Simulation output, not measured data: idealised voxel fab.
Herein follows the process module entitled voxel transistor to metal.
Shown is cross-section cut, with a width of 195 nm and square cells of size 5 nm.
We lay out every cross-section as a grid of square cells and spell it out in bands from the top down, where one band means one or more rows of cells.
Quick guide to a band line: top height, bottom height (nm) up front; then every material left to right with its width in nm. Only one material and it's marked "all across"? Then it fills the band edge to edge. And "blank" just means empty space.
Zero point of the height axis is 0; under it, received wafer = one material. Lowest band: continues down indefinitely, "from 0 down".
So if you see something like "30->40" for the width, read it as the top row of the band sitting at the first number and the bottom row at the second, with every row in between moving by the same amount as the last.
"remained unchanged" for a step: no cell of the cross-section changed in that step.
"Closed void entries": empty spaces of 8 cells or more with no open way to the top, each given as width x height at distance, distance from the left edge, all in nm.
What comes after the settings on a step's line is commentary from the simulator itself on that step.
"overlay nm" on a masked step: distance the mask lay right of its planned place, negative for left.

Steps planned for the process:
- 1: RECEIVE,material Si
- 2: OXIDIZE,depth nm 5
- 3: CONFORMAL_DEP,material SiN,thk nm 15
- 4: MASKED_ETCH,tone cover,mask id ACTIVE,width nm 105,etch materials SiN,depth nm 15,overlay nm 0
- 5: MASKED_ETCH,tone cover,mask id ACTIVE,width nm 105,etch materials SiO2,depth nm 5,overlay nm 0
- 6: MASKED_ETCH,tone cover,mask id ACTIVE,width nm 105,etch materials Si,depth nm 20,overlay nm 0
- 7: FILL_DEP,material SiO2,thk nm 5
- 8: CMP,height nm 15
- 9: SELECTIVE_ETCH,etch materials SiO2,depth nm 5
- 10: STRIP,etch materials SiN
- 11: SELECTIVE_ETCH,etch materials SiO2,depth nm 5
- 12: OXIDIZE,depth nm 5
- 13: DIRECTIONAL_DEP,material polySi,thk nm 25
- 14: DIRECTIONAL_DEP,material SiCN,thk nm 10
- 15: DIRECTIONAL_DEP,material aC,thk nm 15
- 16: PATTERN,tone cover,mask id GATE,material resist,width nm 35,thk nm 30,overlay nm 0
- 17: DIRECTIONAL_ETCH,etch materials aC,depth nm 15
- 18: STRIP,etch materials resist
- 19: DIRECTIONAL_ETCH,etch materials SiCN,depth nm 20
- 20: DIRECTIONAL_ETCH,etch materials polySi,depth nm 35
- 21: STRIP,etch materials aC
- 22: CONFORMAL_DEP,material SiN,thk nm 5
- 23: DIRECTIONAL_ETCH,etch materials SiN,depth nm 5
- 24: DIRECTIONAL_ETCH,etch materials SiO2,depth nm 5
- 25: DIRECTIONAL_ETCH,etch materials Si,depth nm 5
- 26: EPI,material pSi,thk nm 5
- 27: FILL_DEP,material SiO2,thk nm 5
- 28: CMP,height nm 20
- 29: STRIP,etch materials polySi
- 30: SELECTIVE_ETCH,etch materials SiO2,depth nm 5
- 31: CONFORMAL_DEP,material HfO2,thk nm 5
- 32: CONFORMAL_DEP,material TiN,thk nm 5
- 33: FILL_DEP,material W,thk nm 5
- 34: CMP,height nm 15
- 35: DIRECTIONAL_DEP,material SiO2,thk nm 10
- 36: PATTERN,tone open,mask id CONTACT,material resist,width nm 15,pitch nm 80,thk nm 20,overlay nm 0
- 37: DIRECTIONAL_ETCH,etch materials SiO2,depth nm 35
- 38: STRIP,etch materials resist
- 39: CONFORMAL_DEP,material TiN,thk nm 5
- 40: FILL_DEP,material Ru,thk nm 10
- 41: CMP,height nm 25
- 42: DIRECTIONAL_DEP,material TiN,thk nm 5
- 43: DIRECTIONAL_DEP,material Ru,thk nm 25
- 44: MASKED_ETCH,tone cover,mask id METAL_1,width nm 15,pitch nm 80,etch materials Ru,depth nm 25,overlay nm -15
- 45: MASKED_ETCH,tone cover,mask id METAL_1,width nm 15,pitch nm 80,etch materials TiN,depth nm 5,overlay nm 0
- 46: FILL_DEP,material SiO2,thk nm 5
- 47: CMP,height nm 55
- 48: CONFORMAL_DEP,material SiN,thk nm 5
The value of overlay nm given for step 44 in the plan refers to the first wafer; the wafers vary in this setting and are alike at the start.

Cross-section: the first of several wafers in its as-received state, i.e. following step 1:
* from 0 down: Si all across
* Closed void entries: none

At the end of the module, after its last step, step 48, the first of several wafers appears in cross-section as follows:
* from 60 to 55: SiN all across
* from 55 to 30: 35 SiO2 / 15 Ru / 65 SiO2 / 15 Ru / 65 SiO2
* from 30 to 25: 35 SiO2 / 30 TiN / 50 SiO2 / 30 TiN / 50 SiO2
* from 25 to 15: 50 SiO2 / 5 TiN / 5 Ru / 5 TiN / 65 SiO2 / 5 TiN / 5 Ru / 5 TiN / 50 SiO2
* from 15 to 5: 50 SiO2 / 5 TiN / 5 Ru / 5 TiN / 10 SiO2 / 5 SiN / 5 HfO2 / 5 TiN / 15 W / 5 TiN / 5 HfO2 / 5 SiN / 10 SiO2 / 5 TiN / 5 Ru / 5 TiN / 50 SiO2
* from 5 to 0: 40 SiO2 / 5 SiN / 5 SiO2 / 5 TiN / 5 Ru / 5 TiN / 10 SiO2 / 5 SiN / 5 HfO2 / 5 TiN / 15 W / 5 TiN / 5 HfO2 / 5 SiN / 10 SiO2 / 5 TiN / 5 Ru / 5 TiN / 5 SiO2 / 5 SiN / 40 SiO2
* from 0 to -5: 40 SiO2 / 5 SiN / 5 SiO2 / 5 TiN / 5 Ru / 5 TiN / 10 SiO2 / 5 SiN / 5 HfO2 / 25 TiN / 5 HfO2 / 5 SiN / 10 SiO2 / 5 TiN / 5 Ru / 5 TiN / 5 SiO2 / 5 SiN / 40 SiO2
* from -5 to -10: 50 SiO2 / 15 TiN / 5 SiO2 / 5 pSi / 45 HfO2 / 5 pSi / 5 SiO2 / 15 TiN / 50 SiO2
* from -10 to -15: 45 SiO2 / 30 pSi / 45 Si / 30 pSi / 45 SiO2
* from -15 to -25: 45 SiO2 / 105 Si / 45 SiO2
* from -25 down: Si all across
* Closed void entries: none

Cross-sectional depiction of the last of several wafers upon completion of the module:
* from 60 to 55: SiN all across
* from 55 to 30: 65 SiO2 / 15 Ru / 65 SiO2 / 15 Ru / 35 SiO2
* from 30 to 25: 50 SiO2 / 30 TiN / 50 SiO2 / 30 TiN / 35 SiO2
* from 25 to 15: 50 SiO2 / 5 TiN / 5 Ru / 5 TiN / 65 SiO2 / 5 TiN / 5 Ru / 5 TiN / 50 SiO2
* from 15 to 5: 50 SiO2 / 5 TiN / 5 Ru / 5 TiN / 10 SiO2 / 5 SiN / 5 HfO2 / 5 TiN / 15 W / 5 TiN / 5 HfO2 / 5 SiN / 10 SiO2 / 5 TiN / 5 Ru / 5 TiN / 50 SiO2
* from 5 to 0: 40 SiO2 / 5 SiN / 5 SiO2 / 5 TiN / 5 Ru / 5 TiN / 10 SiO2 / 5 SiN / 5 HfO2 / 5 TiN / 15 W / 5 TiN / 5 HfO2 / 5 SiN / 10 SiO2 / 5 TiN / 5 Ru / 5 TiN / 5 SiO2 / 5 SiN / 40 SiO2
* from 0 to -5: 40 SiO2 / 5 SiN / 5 SiO2 / 5 TiN / 5 Ru / 5 TiN / 10 SiO2 / 5 SiN / 5 HfO2 / 25 TiN / 5 HfO2 / 5 SiN / 10 SiO2 / 5 TiN / 5 Ru / 5 TiN / 5 SiO2 / 5 SiN / 40 SiO2
* from -5 to -10: 50 SiO2 / 15 TiN / 5 SiO2 / 5 pSi / 45 HfO2 / 5 pSi / 5 SiO2 / 15 TiN / 50 SiO2
* from -10 to -15: 45 SiO2 / 30 pSi / 45 Si / 30 pSi / 45 SiO2
* from -15 to -25: 45 SiO2 / 105 Si / 45 SiO2
* from -25 down: Si all across
* Closed void entries: none

Every row in this table is a wafer at the end of the module, and it gives, for each of the materials, the cells that wafer has gained (+) or lost (-) since it was received, then its closed voids:
overlay nm -15 | +17 HfO2 | +42 Ru | -144 Si | +51 SiN | +426 SiO2 | +53 TiN | +9 W | +14 pSi | Closed void entries: none
overlay nm -10 | +17 HfO2 | +42 Ru | -144 Si | +51 SiN | +428 SiO2 | +51 TiN | +9 W | +14 pSi | Closed void entries: none
overlay nm -5 | +17 HfO2 | +42 Ru | -144 Si | +51 SiN | +430 SiO2 | +49 TiN | +9 W | +14 pSi | Closed void entries: none
overlay nm 0 | +17 HfO2 | +42 Ru | -144 Si | +51 SiN | +432 SiO2 | +47 TiN | +9 W | +14 pSi | Closed void entries: none
overlay nm 5 | +17 HfO2 | +42 Ru | -144 Si | +51 SiN | +430 SiO2 | +49 TiN | +9 W | +14 pSi | Closed void entries: none
overlay nm 10 | +17 HfO2 | +42 Ru | -144 Si | +51 SiN | +428 SiO2 | +51 TiN | +9 W | +14 pSi | Closed void entries: none
overlay nm 15 | +17 HfO2 | +42 Ru | -144 Si | +51 SiN | +426 SiO2 | +53 TiN | +9 W | +14 pSi | Closed void entries: none
